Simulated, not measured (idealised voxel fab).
The process module presented herein is designated voxel transistor to metal.
Cross-section cut spans 300 nm and uses square cells 5 nm in size.
Think of the cross-section as a grid of square cells. We describe it in bands, top to bottom, and each band covers one or more rows of those cells. Per band: top height and bottom height in nm, followed by the left-to-right materials and their widths in nm; "throughout" marks a single material spanning edge to edge, "empty" marks empty space. Heights from 0 (as-received wafer is one material below). Bottom band endless downward, as "from 0 down". When a width is written as two numbers, as in "30->40", the first number is the width in the top row of cells of the band and the second is the width in its bottom row, and the width changes by the same amount from each row to the next. When a step is marked "all unchanged", none of the cells in the cross-section changed during that step. Empty spaces counting at least 8 cells and having no open way to the top are listed in "Closed void roster". The notation width x height at distance is used for each, the distance being from the left edge and all three values in nm. On each step's line, the part that comes after the settings is the simulator's own comment on the step. "overlay nm" on a masked step: distance the mask lay right of its planned place, negative for left.

### plan
- 1: RECEIVE, material Si
- 2: CONFORMAL_DEP, material SiO2, thk nm 5
- 3: CONFORMAL_DEP, material SiN, thk nm 10
- 4: DIRECTIONAL_DEP, material aC, thk nm 15
- 5: PATTERN, tone cover, mask id ACTIVE, material resist, width nm 105, pitch nm 135, thk nm 30, overlay nm 0
- 6: DIRECTIONAL_ETCH, etch materials aC, depth nm 15
- 7: STRIP, etch materials resist
- 8: DIRECTIONAL_ETCH, etch materials SiN, depth nm 10
- 9: DIRECTIONAL_ETCH, etch materials SiO2, depth nm 5
- 10: DIRECTIONAL_ETCH, etch materials Si, depth nm 35
- 11: STRIP, etch materials aC
- 12: FILL_DEP, material SiO2, thk nm 15
- 13: CMP, height nm 15
- 14: SELECTIVE_ETCH, etch materials SiO2, depth nm 5
- 15: STRIP, etch materials SiN
- 16: SELECTIVE_ETCH, etch materials SiO2, depth nm 5
- 17: OXIDIZE, depth nm 5
- 18: DIRECTIONAL_DEP, material polySi, thk nm 20
- 19: DIRECTIONAL_DEP, material SiCN, thk nm 15
- 20: DIRECTIONAL_DEP, material aC, thk nm 15
- 21: PATTERN, tone cover, mask id GATE, material resist, width nm 25, pitch nm 135, thk nm 30, overlay nm 0
- 22: DIRECTIONAL_ETCH, etch materials aC, depth nm 15
- 23: STRIP, etch materials resist
- 24: DIRECTIONAL_ETCH, etch materials SiCN, depth nm 25
- 25: DIRECTIONAL_ETCH, etch materials polySi, depth nm 30
- 26: STRIP, etch materials aC
- 27: CONFORMAL_DEP, material SiO2, thk nm 5
- 28: DIRECTIONAL_ETCH, etch materials SiO2, depth nm 5
- 29: CONFORMAL_DEP, material SiN, thk nm 5
- 30: DIRECTIONAL_ETCH, etch materials SiN, depth nm 5
- 31: DIRECTIONAL_ETCH, etch materials SiO2, depth nm 5
- 32: DIRECTIONAL_ETCH, etch materials Si, depth nm 15
- 33: EPI, material nSi, thk nm 15
- 34: FILL_DEP, material SiO2, thk nm 10
- 35: CMP, height nm 35
- 36: DIRECTIONAL_DEP, material SiO2, thk nm 15
- 37: PATTERN, tone open, mask id CONTACT, material resist, width nm 20, thk nm 15, overlay nm 0
- 38: DIRECTIONAL_ETCH, etch materials SiO2, depth nm 40
- 39: STRIP, etch materials resist
- 40: CONFORMAL_DEP, material TiN, thk nm 5
- 41: FILL_DEP, material W, thk nm 5
- 42: CMP, height nm 50
- 43: CONFORMAL_DEP, material SiCN, thk nm 5
- 44: DIRECTIONAL_DEP, material SiO2, thk nm 25
- 45: PATTERN, tone open, mask id METAL_1, material resist, width nm 20, thk nm 15, overlay nm 0
- 46: DIRECTIONAL_ETCH, etch materials SiO2, depth nm 25
- 47: DIRECTIONAL_ETCH, etch materials SiCN, depth nm 5
- 48: STRIP, etch materials resist
- 49: CONFORMAL_DEP, material TiN, thk nm 5
- 50: FILL_DEP, material W, thk nm 10
- 51: CMP, height nm 80
- 52: CONFORMAL_DEP, material SiCN, thk nm 5

### as received, after step 1
from 0 down = Si throughout
Closed void roster: none

### Result of the module, cross-sectioned: start per above, plan per above, one error in how it was run
from 85 to 80 = SiCN throughout
from 80 to 55 = SiO2=35  TiN=5  W=10  TiN=5  SiO2=55  TiN=5  W=10  TiN=5  SiO2=40  TiN=5  W=10  TiN=5  SiO2=55  TiN=5  W=10  TiN=5  SiO2=35
from 55 to 50 = SiCN=35  TiN=20  SiCN=55  TiN=20  SiCN=40  TiN=20  SiCN=55  TiN=20  SiCN=35
from 50 to 35 = SiO2=35  TiN=5  W=10  TiN=5  SiO2=55  TiN=5  W=10  TiN=5  SiO2=40  TiN=5  W=10  TiN=5  SiO2=55  TiN=5  W=10  TiN=5  SiO2=35
from 35 to 20 = SiO2=35  TiN=5  W=10  TiN=5  SiO2=5  SiN=5  SiO2=5  SiCN=25  SiO2=5  SiN=5  SiO2=5  TiN=5  W=10  TiN=5  SiO2=40  TiN=5  W=10  TiN=5  SiO2=5  SiN=5  SiO2=5  SiCN=25  SiO2=5  SiN=5  SiO2=5  TiN=5  W=10  TiN=5  SiO2=35
from 20 to 15 = SiO2=35  TiN=5  W=10  TiN=5  SiO2=5  SiN=5  SiO2=5  polySi=25  SiO2=5  SiN=5  SiO2=5  TiN=5  W=10  TiN=5  SiO2=40  TiN=5  W=10  TiN=5  SiO2=5  SiN=5  SiO2=5  polySi=25  SiO2=5  SiN=5  SiO2=5  TiN=5  W=10  TiN=5  SiO2=35
from 15 to 10 = SiO2=35  TiN=20  SiO2=5  SiN=5  SiO2=5  polySi=25  SiO2=5  SiN=5  SiO2=5  TiN=20  SiO2=40  TiN=20  SiO2=5  SiN=5  SiO2=5  polySi=25  SiO2=5  SiN=5  SiO2=5  TiN=20  SiO2=35
from 10 to 5 = SiO2=45  nSi=15  SiN=5  SiO2=5  polySi=25  SiO2=5  SiN=5  nSi=15  SiO2=60  nSi=15  SiN=5  SiO2=5  polySi=25  SiO2=5  SiN=5  nSi=15  SiO2=45
from 5 to 0 = SiO2=25  SiN=5  nSi=30  SiN=5  SiO2=5  polySi=25  SiO2=5  SiN=5  nSi=30  SiN=5  SiO2=20  SiN=5  nSi=30  SiN=5  SiO2=5  polySi=25  SiO2=5  SiN=5  nSi=30  SiN=5  SiO2=25
from 0 to -5 = SiO2=30  nSi=30  SiO2=45  nSi=30  SiO2=30  nSi=30  SiO2=45  nSi=30  SiO2=30
from -5 to -10 = SiO2=35  nSi=25  Si=45  nSi=25  SiO2=40  nSi=25  Si=45  nSi=25  SiO2=35
from -10 to -20 = SiO2=30  Si=5  nSi=25  Si=45  nSi=25  Si=5  SiO2=30  Si=5  nSi=25  Si=45  nSi=25  Si=5  SiO2=30
from -20 to -35 = SiO2=30  Si=105  SiO2=30  Si=105  SiO2=30
from -35 down = Si throughout
Closed void roster: none
What was the processing mistake? steps 14 and 15 swapped
